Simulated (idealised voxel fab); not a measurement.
This section sets out a process module, namely voxel self aligned vias.
Shown is cross-section cut, with a width of 280 nm and square cells of size 5 nm.
A cross-section is a grid of square cells, given in bands from the top down. A band is one or more rows of cells. Heights first: top, then bottom, in nm. Then materials, left to right, each with a width in nm. "all across" on a single material: fills the band edge to edge. "air": empty space. It should be noted that heights are counted from 0, beneath which the wafer as supplied is of one material throughout, and that the lowest band possesses no lower boundary but continues downward, as written in "0..down". The width entry "30 to 40" should be interpreted row by row: the top row of cells in the band takes the first number, the bottom row takes the second number, and the change between adjacent rows is uniform throughout. Any step labelled "nothing altered" changed none of the cells in the cross-section. For the entry "Closed void entries", the listed items are empty spaces with no open way to the top whose size is 8 cells or more; each item follows the pattern width x height at distance, where distance is from the left edge and all three are in nm. after a step's settings: what the simulator itself notes on the step. If you see "overlay nm" on a step's line and that step has a mask, it's telling you how far right of where it was planned the mask ended up; a negative number means it went left instead.
Below is the list of planned process steps:
step 1: RECEIVE | material Si
step 2: CONFORMAL_DEP | material SiO2 | thk nm 10
step 3: CONFORMAL_DEP | material SiCN | thk nm 5
step 4: DIRECTIONAL_DEP | material lowk | thk nm 20
step 5: DIRECTIONAL_DEP | material aC | thk nm 10
step 6: PATTERN | tone open | mask id LINES | material resist | width nm 25 | pitch nm 70 | thk nm 25 | overlay nm 0
step 7: DIRECTIONAL_ETCH | etch materials aC | depth nm 10
step 8: STRIP | etch materials resist
step 9: DIRECTIONAL_ETCH | etch materials lowk | depth nm 20
step 10: STRIP | etch materials aC
step 11: CONFORMAL_DEP | material TiN | thk nm 5
step 12: FILL_DEP | material Ru | thk nm 10
step 13: CMP | height nm 35
step 14: SELECTIVE_ETCH | etch materials W Ru TiN | depth nm 10
step 15: FILL_DEP | material SiN | thk nm 10
step 16: CMP | height nm 35
step 17: DIRECTIONAL_DEP | material lowk | thk nm 15
step 18: DIRECTIONAL_DEP | material aC | thk nm 15
step 19: PATTERN | tone open | mask id VIAS | material resist | width nm 45 | pitch nm 70 | thk nm 30 | overlay nm 0
step 20: DIRECTIONAL_ETCH | etch materials aC | depth nm 15
step 21: STRIP | etch materials resist
step 22: DIRECTIONAL_ETCH | etch materials lowk | depth nm 15
step 23: DIRECTIONAL_ETCH | etch materials SiN | depth nm 10
step 24: STRIP | etch materials aC
step 25: CONFORMAL_DEP | material TiN | thk nm 5
step 26: FILL_DEP | material W | thk nm 10
step 27: CMP | height nm 50
step 28: CONFORMAL_DEP | material SiCN | thk nm 5
Run as planned: first of two wafers:
Incoming wafer, cross-sectional view, post step 1:
> 0..down | Si all across
> Closed void entries: none
Cross-section of the wafer subsequent to step 2:
> 10..0 | SiO2 all across
> All layers under 0 are left as they were.
Cross-section of the wafer subsequent to step 3:
> 15..10 | SiCN all across
> All layers under 10 are left as they were.
Cross-section of the wafer subsequent to step 4:
> 35..15 | lowk all across
> All layers under 15 are left as they were.
Cross-section of the wafer subsequent to step 5:
> 45..35 | aC all across
> All layers under 35 are left as they were.
Cross-section of the wafer subsequent to step 6:
> 70..45 | 55 of resist / 25 of air / 45 of resist / 25 of air / 45 of resist / 25 of air / 60 of resist
> All layers under 45 are left as they were.
Cross-section of the wafer subsequent to step 7:
> 60..45 | 55 of resist / 25 of air / 45 of resist / 25 of air / 45 of resist / 25 of air / 60 of resist
> 45..35 | 55 of aC / 25 of air / 45 of aC / 25 of air / 45 of aC / 25 of air / 60 of aC
> All layers under 35 are left as they were.
Cross-section of the wafer subsequent to step 8:
> 45..35 | 55 of aC / 25 of air / 45 of aC / 25 of air / 45 of aC / 25 of air / 60 of aC
> All layers under 35 are left as they were.
Cross-section of the wafer subsequent to step 9:
> 45..35 | 55 of aC / 25 of air / 45 of aC / 25 of air / 45 of aC / 25 of air / 60 of aC
> 35..15 | 55 of lowk / 25 of air / 45 of lowk / 25 of air / 45 of lowk / 25 of air / 60 of lowk
> All layers under 15 are left as they were.
Cross-section of the wafer subsequent to step 10:
> 35..15 | 55 of lowk / 25 of air / 45 of lowk / 25 of air / 45 of lowk / 25 of air / 60 of lowk
> All layers under 15 are left as they were.
Cross-section of the wafer subsequent to step 11:
> 40..35 | 60 of TiN / 15 of air / 55 of TiN / 15 of air / 55 of TiN / 15 of air / 65 of TiN
> 35..20 | 55 of lowk / 5 of TiN / 15 of air / 5 of TiN / 45 of lowk / 5 of TiN / 15 of air / 5 of TiN / 45 of lowk / 5 of TiN / 15 of air / 5 of TiN / 60 of lowk
> 20..15 | 55 of lowk / 25 of TiN / 45 of lowk / 25 of TiN / 45 of lowk / 25 of TiN / 60 of lowk
> All layers under 15 are left as they were.
Cross-section of the wafer subsequent to step 12:
> 50..40 | Ru all across
> 40..35 | 60 of TiN / 15 of Ru / 55 of TiN / 15 of Ru / 55 of TiN / 15 of Ru / 65 of TiN
> 35..20 | 55 of lowk / 5 of TiN / 15 of Ru / 5 of TiN / 45 of lowk / 5 of TiN / 15 of Ru / 5 of TiN / 45 of lowk / 5 of TiN / 15 of Ru / 5 of TiN / 60 of lowk
> All layers under 20 are left as they were.
Cross-section of the wafer subsequent to step 13:
> 35..20 | 55 of lowk / 5 of TiN / 15 of Ru / 5 of TiN / 45 of lowk / 5 of TiN / 15 of Ru / 5 of TiN / 45 of lowk / 5 of TiN / 15 of Ru / 5 of TiN / 60 of lowk
> All layers under 20 are left as they were.
Cross-section of the wafer subsequent to step 14:
> 35..25 | 55 of lowk / 25 of air / 45 of lowk / 25 of air / 45 of lowk / 25 of air / 60 of lowk
> All layers under 25 are left as they were.
Cross-section of the wafer subsequent to step 15:
> 45..35 | SiN all across
> 35..25 | 55 of lowk / 25 of SiN / 45 of lowk / 25 of SiN / 45 of lowk / 25 of SiN / 60 of lowk
> All layers under 25 are left as they were.
Cross-section of the wafer subsequent to step 16:
> 35..25 | 55 of lowk / 25 of SiN / 45 of lowk / 25 of SiN / 45 of lowk / 25 of SiN / 60 of lowk
> All layers under 25 are left as they were.
Cross-section of the wafer subsequent to step 17:
> 50..35 | lowk all across
> All layers under 35 are left as they were.
Cross-section of the wafer subsequent to step 18:
> 65..50 | aC all across
> All layers under 50 are left as they were.
Cross-section of the wafer subsequent to step 19:
> 95..65 | 45 of resist / 45 of air / 25 of resist / 45 of air / 25 of resist / 45 of air / 50 of resist
> All layers under 65 are left as they were.
Cross-section of the wafer subsequent to step 20:
> 80..65 | 45 of resist / 45 of air / 25 of resist / 45 of air / 25 of resist / 45 of air / 50 of resist
> 65..50 | 45 of aC / 45 of air / 25 of aC / 45 of air / 25 of aC / 45 of air / 50 of aC
> All layers under 50 are left as they were.
Cross-section of the wafer subsequent to step 21:
> 65..50 | 45 of aC / 45 of air / 25 of aC / 45 of air / 25 of aC / 45 of air / 50 of aC
> All layers under 50 are left as they were.
Cross-section of the wafer subsequent to step 22:
> 65..50 | 45 of aC / 45 of air / 25 of aC / 45 of air / 25 of aC / 45 of air / 50 of aC
> 50..35 | 45 of lowk / 45 of air / 25 of lowk / 45 of air / 25 of lowk / 45 of air / 50 of lowk
> All layers under 35 are left as they were.
Cross-section of the wafer subsequent to step 23:
> 65..50 | 45 of aC / 45 of air / 25 of aC / 45 of air / 25 of aC / 45 of air / 50 of aC
> 50..35 | 45 of lowk / 45 of air / 25 of lowk / 45 of air / 25 of lowk / 45 of air / 50 of lowk
> 35..25 | 55 of lowk / 25 of air / 45 of lowk / 25 of air / 45 of lowk / 25 of air / 60 of lowk
> All layers under 25 are left as they were.
Cross-section of the wafer subsequent to step 24:
> 50..35 | 45 of lowk / 45 of air / 25 of lowk / 45 of air / 25 of lowk / 45 of air / 50 of lowk
> All layers under 35 are left as they were.
Cross-section of the wafer subsequent to step 25:
> 55..50 | 50 of TiN / 35 of air / 35 of TiN / 35 of air / 35 of TiN / 35 of air / 55 of TiN
> 50..40 | 45 of lowk / 5 of TiN / 35 of air / 5 of TiN / 25 of lowk / 5 of TiN / 35 of air / 5 of TiN / 25 of lowk / 5 of TiN / 35 of air / 5 of TiN / 50 of lowk
> 40..30 | 45 to 55 of lowk / 15 to 5 of TiN / 15 of air / 15 to 5 of TiN / 25 to 45 of lowk / 15 to 5 of TiN / 15 of air / 15 to 5 of TiN / 25 to 45 of lowk / 15 to 5 of TiN / 15 of air / 15 to 5 of TiN / 50 to 60 of lowk
> 30..25 | 55 of lowk / 25 of TiN / 45 of lowk / 25 of TiN / 45 of lowk / 25 of TiN / 60 of lowk
> All layers under 25 are left as they were.
Cross-section of the wafer subsequent to step 26:
> 65..55 | W all across
> 55..50 | 50 of TiN / 35 of W / 35 of TiN / 35 of W / 35 of TiN / 35 of W / 55 of TiN
> 50..40 | 45 of lowk / 5 of TiN / 35 of W / 5 of TiN / 25 of lowk / 5 of TiN / 35 of W / 5 of TiN / 25 of lowk / 5 of TiN / 35 of W / 5 of TiN / 50 of lowk
> 40..30 | 45 to 55 of lowk / 15 to 5 of TiN / 15 of W / 15 to 5 of TiN / 25 to 45 of lowk / 15 to 5 of TiN / 15 of W / 15 to 5 of TiN / 25 to 45 of lowk / 15 to 5 of TiN / 15 of W / 15 to 5 of TiN / 50 to 60 of lowk
> All layers under 30 are left as they were.
Cross-section of the wafer subsequent to step 27:
> 50..40 | 45 of lowk / 5 of TiN / 35 of W / 5 of TiN / 25 of lowk / 5 of TiN / 35 of W / 5 of TiN / 25 of lowk / 5 of TiN / 35 of W / 5 of TiN / 50 of lowk
> All layers under 40 are left as they were.
Cross-section of the wafer subsequent to step 28:
> 55..50 | SiCN all across
> All layers under 50 are left as they were.
The second wafer: identical to the first at the outset and in its planned sequence, differing only in that one mistake was made during processing; up to and including step 18, its path is the first wafer's path:
Second wafer profile in section, at the moment step 19 of the plan was meant to be complete:
> 95..65 | 45 of air / 45 of resist / 25 of air / 45 of resist / 25 of air / 45 of resist / 50 of air
> All layers under 65 are left as they were.
Second wafer profile in section, at the moment step 20 of the plan was meant to be complete:
> 80..65 | 45 of air / 45 of resist / 25 of air / 45 of resist / 25 of air / 45 of resist / 50 of air
> 65..50 | 45 of air / 45 of aC / 25 of air / 45 of aC / 25 of air / 45 of aC / 50 of air
> All layers under 50 are left as they were.
Second wafer profile in section, at the moment step 21 of the plan was meant to be complete:
> 65..50 | 45 of air / 45 of aC / 25 of air / 45 of aC / 25 of air / 45 of aC / 50 of air
> All layers under 50 are left as they were.
Second wafer profile in section, at the moment step 22 of the plan was meant to be complete:
> 65..50 | 45 of air / 45 of aC / 25 of air / 45 of aC / 25 of air / 45 of aC / 50 of air
> 50..35 | 45 of air / 45 of lowk / 25 of air / 45 of lowk / 25 of air / 45 of lowk / 50 of air
> All layers under 35 are left as they were.
Second wafer profile in section, at the moment step 23 of the plan was meant to be complete: nothing altered
Second wafer profile in section, at the moment step 24 of the plan was meant to be complete:
> 50..35 | 45 of air / 45 of lowk / 25 of air / 45 of lowk / 25 of air / 45 of lowk / 50 of air
> All layers under 35 are left as they were.
Second wafer profile in section, at the moment step 25 of the plan was meant to be complete:
> 55..50 | 40 of air / 55 of TiN / 15 of air / 55 of TiN / 15 of air / 55 of TiN / 45 of air
> 50..40 | 40 of air / 5 of TiN / 45 of lowk / 5 of TiN / 15 of air / 5 of TiN / 45 of lowk / 5 of TiN / 15 of air / 5 of TiN / 45 of lowk / 5 of TiN / 45 of air
> 40..35 | 45 of TiN / 45 of lowk / 25 of TiN / 45 of lowk / 25 of TiN / 45 of lowk / 50 of TiN
> All layers under 35 are left as they were.
Second wafer profile in section, at the moment step 26 of the plan was meant to be complete:
> 65..55 | W all across
> 55..50 | 40 of W / 55 of TiN / 15 of W / 55 of TiN / 15 of W / 55 of TiN / 45 of W
> 50..40 | 40 of W / 5 of TiN / 45 of lowk / 5 of TiN / 15 of W / 5 of TiN / 45 of lowk / 5 of TiN / 15 of W / 5 of TiN / 45 of lowk / 5 of TiN / 45 of W
> All layers under 40 are left as they were.
Second wafer profile in section, at the moment step 27 of the plan was meant to be complete:
> 50..40 | 40 of W / 5 of TiN / 45 of lowk / 5 of TiN / 15 of W / 5 of TiN / 45 of lowk / 5 of TiN / 15 of W / 5 of TiN / 45 of lowk / 5 of TiN / 45 of W
> All layers under 40 are left as they were.
Second wafer profile in section, at the moment step 28 of the plan was meant to be complete:
> 55..50 | SiCN all across
> All layers under 50 are left as they were.
Short version of what went wrong: heads up, step 19 didn't go per plan, it actually ran as PATTERN | tone cover | mask id VIAS | material resist | width nm 45 | pitch nm 70 | thk nm 30 | overlay nm 0
Once processing is complete, comparing cell counts shows that the second wafer has more or fewer of certain materials than the first: 30 more of SiN; 10 fewer of TiN; 14 fewer of W; 6 fewer of lowk
